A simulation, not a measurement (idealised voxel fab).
process module | voxel wiring stack
cross-section cut | 180 nm wide | cells 5 nm
A cross-section is a grid of square cells, given in bands from the top down. A band is one or more rows of cells.
Each band's line starts with the height of the band's top and of its bottom, in nm. Then come its materials from left to right, each with its width in nm. One material with "throughout" fills the band from edge to edge. "air" is empty space.
Height 0 is the level under which the wafer as received is all one material. The lowest band goes on downwards, as in "0 down".
A width such as "30 to 40" changes by the same amount from each row of cells to the next, from the band's top row to its bottom row.
"no change" after a step means that no cell of the cross-section changed.
closed voids: empty space of 8 cells or more with no open way to the top, each as width x height at its distance from the left edge, in nm
after a step's settings: what the simulator itself notes on the step
overlay nm, on a step with a mask: how far to the right of its planned place the mask lay; to the left if negative
plan
1 op RECEIVE | material Si
2 op CONFORMAL_DEP | material SiO2 | thk nm 10
3 op DIRECTIONAL_DEP | material TiN | thk nm 5
4 op DIRECTIONAL_DEP | material Ru | thk nm 15
5 op MASKED_ETCH | tone cover | mask id METAL_1 | width nm 30 | pitch nm 50 | etch materials Ru | depth nm 15 | overlay nm 0
6 op MASKED_ETCH | tone cover | mask id METAL_1 | width nm 30 | pitch nm 50 | etch materials TiN | depth nm 5 | overlay nm 0
7 op CONFORMAL_DEP | material SiCN | thk nm 5
8 op FILL_DEP | material SiO2 | thk nm 10
9 op CMP | height nm 30
10 op CONFORMAL_DEP | material SiCN | thk nm 5
11 op DIRECTIONAL_DEP | material SiO2 | thk nm 30
12 op MASKED_ETCH | tone open | mask id METAL_2_HOLES | width nm 15 | pitch nm 50 | etch materials SiO2 | depth nm 30 | overlay nm 0
13 op PATTERN | tone open | mask id METAL_2 | material resist | width nm 30 | pitch nm 50 | thk nm 20 | overlay nm 0
14 op DIRECTIONAL_ETCH | etch materials SiO2 | depth nm 20
15 op DIRECTIONAL_ETCH | etch materials SiCN | depth nm 5
16 op STRIP | etch materials resist
17 op CONFORMAL_DEP | material TiN | thk nm 5
18 op FILL_DEP | material Ru | thk nm 5
19 op CMP | height nm 65
20 op CONFORMAL_DEP | material SiCN | thk nm 5
21 op DIRECTIONAL_DEP | material SiO2 | thk nm 25
22 op PATTERN | tone open | mask id METAL_3 | material resist | width nm 30 | pitch nm 50 | thk nm 20 | overlay nm 0
23 op DIRECTIONAL_ETCH | etch materials SiO2 | depth nm 15
24 op STRIP | etch materials resist
25 op MASKED_ETCH | tone open | mask id METAL_3_HOLES | width nm 15 | etch materials SiO2 | depth nm 10 | overlay nm 0
26 op MASKED_ETCH | tone open | mask id METAL_3_HOLES | width nm 15 | etch materials SiCN | depth nm 5 | overlay nm 0
27 op CONFORMAL_DEP | material TiN | thk nm 5
28 op FILL_DEP | material Ru | thk nm 10
29 op CMP | height nm 95
30 op CONFORMAL_DEP | material SiCN | thk nm 5
31 op DIRECTIONAL_DEP | material lowk | thk nm 35
32 op MASKED_ETCH | tone open | mask id METAL_4 | width nm 30 | pitch nm 50 | etch materials lowk | depth nm 20 | overlay nm 0
33 op MASKED_ETCH | tone open | mask id METAL_4_HOLES | width nm 15 | pitch nm 50 | etch materials lowk | depth nm 15 | overlay nm 0
34 op MASKED_ETCH | tone open | mask id METAL_4_HOLES | width nm 15 | pitch nm 50 | etch materials SiCN | depth nm 5 | overlay nm 0
35 op CONFORMAL_DEP | material TiN | thk nm 5
36 op FILL_DEP | material Ru | thk nm 5
37 op CMP | height nm 135
38 op CONFORMAL_DEP | material SiCN | thk nm 5
first wafer, as planned
as received, after step 1
  0 down: Si throughout
  closed voids: none
after step 2
  10 to 0: SiO2 throughout
  below 0: unchanged
after step 3
  15 to 10: TiN throughout
  below 10: unchanged
after step 4
  30 to 15: Ru throughout
  below 15: unchanged
after step 5
  30 to 15: air 50 | Ru 30 | air 20 | Ru 30 | air 50
  below 15: unchanged
after step 6
  30 to 15: air 50 | Ru 30 | air 20 | Ru 30 | air 50
  15 to 10: air 50 | TiN 30 | air 20 | TiN 30 | air 50
  below 10: unchanged
after step 7
  35 to 30: air 45 | SiCN 40 | air 10 | SiCN 40 | air 45
  30 to 15: air 45 | SiCN 5 | Ru 30 | SiCN 5 | air 10 | SiCN 5 | Ru 30 | SiCN 5 | air 45
  15 to 10: SiCN 50 | TiN 30 | SiCN 20 | TiN 30 | SiCN 50
  below 10: unchanged
after step 8
  45 to 35: SiO2 throughout
  35 to 30: SiO2 45 | SiCN 40 | SiO2 10 | SiCN 40 | SiO2 45
  30 to 15: SiO2 45 | SiCN 5 | Ru 30 | SiCN 5 | SiO2 10 | SiCN 5 | Ru 30 | SiCN 5 | SiO2 45
  below 15: unchanged
after step 9
  30 to 15: SiO2 45 | SiCN 5 | Ru 30 | SiCN 5 | SiO2 10 | SiCN 5 | Ru 30 | SiCN 5 | SiO2 45
  below 15: unchanged
after step 10
  35 to 30: SiCN throughout
  below 30: unchanged
after step 11
  65 to 35: SiO2 throughout
  below 35: unchanged
after step 12
  65 to 35: SiO2 50 | air 15 | SiO2 35 | air 15 | SiO2 65
  below 35: unchanged
after step 13
  85 to 65: resist 50 | air 30 | resist 20 | air 30 | resist 50
  below 65: unchanged
after step 14
  85 to 65: resist 50 | air 30 | resist 20 | air 30 | resist 50
  65 to 45: SiO2 50 | air 30 | SiO2 20 | air 30 | SiO2 50
  below 45: unchanged
after step 15
  85 to 65: resist 50 | air 30 | resist 20 | air 30 | resist 50
  65 to 45: SiO2 50 | air 30 | SiO2 20 | air 30 | SiO2 50
  45 to 35: SiO2 50 | air 15 | SiO2 35 | air 15 | SiO2 65
  35 to 30: SiCN 50 | air 15 | SiCN 35 | air 15 | SiCN 65
  below 30: unchanged
after step 16
  65 to 45: SiO2 50 | air 30 | SiO2 20 | air 30 | SiO2 50
  below 45: unchanged
after step 17
  70 to 65: TiN 55 | air 20 | TiN 30 | air 20 | TiN 55
  65 to 50: SiO2 50 | TiN 5 | air 20 | TiN 5 | SiO2 20 | TiN 5 | air 20 | TiN 5 | SiO2 50
  50 to 45: SiO2 50 | TiN 5 | air 5 | TiN 20 | SiO2 20 | TiN 5 | air 5 | TiN 20 | SiO2 50
  45 to 35: SiO2 50 | TiN 5 | air 5 | TiN 5 | SiO2 35 | TiN 5 | air 5 | TiN 5 | SiO2 65
  35 to 30: SiCN 50 | TiN 15 | SiCN 35 | TiN 15 | SiCN 65
  below 30: unchanged
after step 18
  75 to 70: Ru throughout
  70 to 65: TiN 55 | Ru 20 | TiN 30 | Ru 20 | TiN 55
  65 to 50: SiO2 50 | TiN 5 | Ru 20 | TiN 5 | SiO2 20 | TiN 5 | Ru 20 | TiN 5 | SiO2 50
  50 to 45: SiO2 50 | TiN 5 | Ru 5 | TiN 20 | SiO2 20 | TiN 5 | Ru 5 | TiN 20 | SiO2 50
  45 to 35: SiO2 50 | TiN 5 | Ru 5 | TiN 5 | SiO2 35 | TiN 5 | Ru 5 | TiN 5 | SiO2 65
  below 35: unchanged
after step 19
  65 to 50: SiO2 50 | TiN 5 | Ru 20 | TiN 5 | SiO2 20 | TiN 5 | Ru 20 | TiN 5 | SiO2 50
  below 50: unchanged
after step 20
  70 to 65: SiCN throughout
  below 65: unchanged
after step 21
  95 to 70: SiO2 throughout
  below 70: unchanged
after step 22
  115 to 95: resist 50 | air 30 | resist 20 | air 30 | resist 50
  below 95: unchanged
after step 23
  115 to 95: resist 50 | air 30 | resist 20 | air 30 | resist 50
  95 to 80: SiO2 50 | air 30 | SiO2 20 | air 30 | SiO2 50
  below 80: unchanged
after step 24
  95 to 80: SiO2 50 | air 30 | SiO2 20 | air 30 | SiO2 50
  below 80: unchanged
after step 25
  95 to 80: SiO2 50 | air 30 | SiO2 20 | air 30 | SiO2 50
  80 to 70: SiO2 50 | air 15 | SiO2 115
  below 70: unchanged
after step 26
  95 to 80: SiO2 50 | air 30 | SiO2 20 | air 30 | SiO2 50
  80 to 70: SiO2 50 | air 15 | SiO2 115
  70 to 65: SiCN 50 | air 15 | SiCN 115
  below 65: unchanged
after step 27
  100 to 95: TiN 55 | air 20 | TiN 30 | air 20 | TiN 55
  95 to 85: SiO2 50 | TiN 5 | air 20 | TiN 5 | SiO2 20 | TiN 5 | air 20 | TiN 5 | SiO2 50
  85 to 80: SiO2 50 | TiN 5 | air 5 | TiN 20 | SiO2 20 | TiN 30 | SiO2 50
  80 to 70: SiO2 50 | TiN 5 | air 5 | TiN 5 | SiO2 115
  70 to 65: SiCN 50 | TiN 15 | SiCN 115
  below 65: unchanged
after step 28
  110 to 100: Ru throughout
  100 to 95: TiN 55 | Ru 20 | TiN 30 | Ru 20 | TiN 55
  95 to 85: SiO2 50 | TiN 5 | Ru 20 | TiN 5 | SiO2 20 | TiN 5 | Ru 20 | TiN 5 | SiO2 50
  85 to 80: SiO2 50 | TiN 5 | Ru 5 | TiN 20 | SiO2 20 | TiN 30 | SiO2 50
  80 to 70: SiO2 50 | TiN 5 | Ru 5 | TiN 5 | SiO2 115
  below 70: unchanged
after step 29
  95 to 85: SiO2 50 | TiN 5 | Ru 20 | TiN 5 | SiO2 20 | TiN 5 | Ru 20 | TiN 5 | SiO2 50
  below 85: unchanged
after step 30
  100 to 95: SiCN throughout
  below 95: unchanged
after step 31
  135 to 100: lowk throughout
  below 100: unchanged
after step 32
  135 to 115: lowk 50 | air 30 | lowk 20 | air 30 | lowk 50
  below 115: unchanged
after step 33
  135 to 115: lowk 50 | air 30 | lowk 20 | air 30 | lowk 50
  115 to 100: lowk 50 | air 15 | lowk 35 | air 15 | lowk 65
  below 100: unchanged
after step 34
  135 to 115: lowk 50 | air 30 | lowk 20 | air 30 | lowk 50
  115 to 100: lowk 50 | air 15 | lowk 35 | air 15 | lowk 65
  100 to 95: SiCN 50 | air 15 | SiCN 35 | air 15 | SiCN 65
  below 95: unchanged
after step 35
  140 to 135: TiN 55 | air 20 | TiN 30 | air 20 | TiN 55
  135 to 120: lowk 50 | TiN 5 | air 20 | TiN 5 | lowk 20 | TiN 5 | air 20 | TiN 5 | lowk 50
  120 to 115: lowk 50 | TiN 5 | air 5 | TiN 20 | lowk 20 | TiN 5 | air 5 | TiN 20 | lowk 50
  115 to 100: lowk 50 | TiN 5 | air 5 | TiN 5 | lowk 35 | TiN 5 | air 5 | TiN 5 | lowk 65
  100 to 95: SiCN 50 | TiN 15 | SiCN 35 | TiN 15 | SiCN 65
  below 95: unchanged
after step 36
  145 to 140: Ru throughout
  140 to 135: TiN 55 | Ru 20 | TiN 30 | Ru 20 | TiN 55
  135 to 120: lowk 50 | TiN 5 | Ru 20 | TiN 5 | lowk 20 | TiN 5 | Ru 20 | TiN 5 | lowk 50
  120 to 115: lowk 50 | TiN 5 | Ru 5 | TiN 20 | lowk 20 | TiN 5 | Ru 5 | TiN 20 | lowk 50
  115 to 100: lowk 50 | TiN 5 | Ru 5 | TiN 5 | lowk 35 | TiN 5 | Ru 5 | TiN 5 | lowk 65
  below 100: unchanged
after step 37
  135 to 120: lowk 50 | TiN 5 | Ru 20 | TiN 5 | lowk 20 | TiN 5 | Ru 20 | TiN 5 | lowk 50
  below 120: unchanged
after step 38
  140 to 135: SiCN throughout
  below 135: unchanged
second wafer: like start, like plan, one mistake. Through step 37 it matches the first wafer
when step 38 should have ended
  140 to 135: Ru throughout
  below 135: unchanged
what went wrong: step 38 ran as: op CONFORMAL_DEP | material Ru | thk nm 5
at the end the second wafer has, in cells: 36 more of Ru | 36 fewer of SiCN
